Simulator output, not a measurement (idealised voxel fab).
Process module, titled voxel spacer lines
Cross-sectional view cut (width: 210 nm; square cell size: 5 nm).
In what follows, cross-sections appear as grids of square cells, described through bands that run from the top down, where every band is one or more rows of cells.
Read a band's entry like this: the first values are the height of its top and the height of its bottom in nm, and what follows is the sequence of materials from left to right, each with its width in nm. Note that "blank" is empty space, and that a single material marked "full width" reaches across the band from edge to edge.
The level at which height equals 0 is the one under which the wafer, as it arrives, is entirely one material. No lower edge exists for the bottom band, which continues downward and is notated as in "0 down".
A width such as "30..40" changes by the same amount from each row of cells to the next, from the band's top row to its bottom row.
What does "no modification" mean for a step? It means no cell of the cross-section changed in that step.
Reported under the label "Voids, sealed" are the empty spaces having no open way to the top and comprising 8 cells or more; the notation for each is width x height at distance, in which the distance is measured from the left edge and all three values are in nm.
Read whatever lies past the settings on a step's line as the simulator's own remark about the step.
"overlay nm" on a masked step: distance the mask lay right of its planned place, negative for left.

## Below is the list of planned process steps
1. RECEIVE (material Si)
2. CONFORMAL_DEP (material Al2O3; thk nm 5)
3. DIRECTIONAL_DEP (material polySi; thk nm 15)
4. DIRECTIONAL_DEP (material aC; thk nm 20)
5. PATTERN (tone cover; mask id MANDREL; material resist; width nm 15; pitch nm 60; thk nm 25; overlay nm 0)
6. DIRECTIONAL_ETCH (etch materials aC; depth nm 20)
7. STRIP (etch materials resist)
8. CONFORMAL_DEP (material SiO2; thk nm 15)
9. DIRECTIONAL_ETCH (etch materials SiO2; depth nm 15)
10. STRIP (etch materials aC)
11. DIRECTIONAL_ETCH (etch materials polySi; depth nm 15)
12. STRIP (etch materials SiO2)
13. FILL_DEP (material SiO2; thk nm 10)
14. CMP (height nm 20)

## Cross-section of the incoming wafer, state after step 1
	0 down  Si full width
	Voids, sealed: none

## Post-module cross-section: identical start and plan to those above, one misstep in execution
	20 to 15  SiO2 (50) | polySi (15) | SiO2 (15) | polySi (15) | SiO2 (15) | polySi (15) | SiO2 (15) | polySi (15) | SiO2 (55)
	15 to 0  Al2O3 full width
	0 down  Si full width
	Voids, sealed: none
What went wrong in running the wafer? step 2: run off-plan, actual operation and settings CONFORMAL_DEP (material Al2O3; thk nm 15)
